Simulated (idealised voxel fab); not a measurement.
process module | voxel released beams
cross-section cut | 260 nm wide | cells 5 nm
A cross-section is a grid of square cells, given in bands from the top down. A band is one or more rows of cells.
Each band's line starts with the height of the band's top and of its bottom, in nm. Then come its materials from left to right, each with its width in nm. One material with "throughout" fills the band from edge to edge. "air" is empty space.
Height 0 is the level under which the wafer as received is all one material. The lowest band goes on downwards, as in "0 down".
A width such as "30 to 40" changes by the same amount from each row of cells to the next, from the band's top row to its bottom row.
"no change" after a step means that no cell of the cross-section changed.
closed voids: empty space of 8 cells or more with no open way to the top, each as width x height at its distance from the left edge, in nm
after a step's settings: what the simulator itself notes on the step
overlay nm, on a step with a mask: how far to the right of its planned place the mask lay; to the left if negative
plan
1 op RECEIVE | material Si
2 op CONFORMAL_DEP | material Al2O3 | thk nm 10
3 op DIRECTIONAL_DEP | material SiO2 | thk nm 20
4 op MASKED_ETCH | tone open | mask id ANCHOR | width nm 45 | etch materials SiO2 | depth nm 20 | overlay nm 0
5 op CONFORMAL_DEP | material W | thk nm 15
6 op MASKED_ETCH | tone cover | mask id BEAM | width nm 95 | etch materials W | depth nm 15 | overlay nm 0
7 op STRIP | etch materials SiO2
as received, after step 1
  0 down: Si throughout
  closed voids: none
first wafer at the end, as planned
  45 to 30: air 80 | W 20 | air 15 | W 60 | air 85
  30 to 25: air 85 | W 15 | air 15 | W 15 | air 130
  25 to 10: air 85 | W 45 | air 130
  10 to 0: Al2O3 throughout
  0 down: Si throughout
  closed voids: none
second wafer at the end: like start, like plan, one mistake
  55 to 40: air 80 | W 95 | air 85
  40 to 30: W throughout
  30 to 10: SiO2 85 | W 45 | SiO2 130
  10 to 0: Al2O3 throughout
  0 down: Si throughout
  closed voids: none
what went wrong: step 5 ran as: op CONFORMAL_DEP | material W | thk nm 25
at the end the second wafer has, in cells: 172 more of SiO2 | 116 more of W
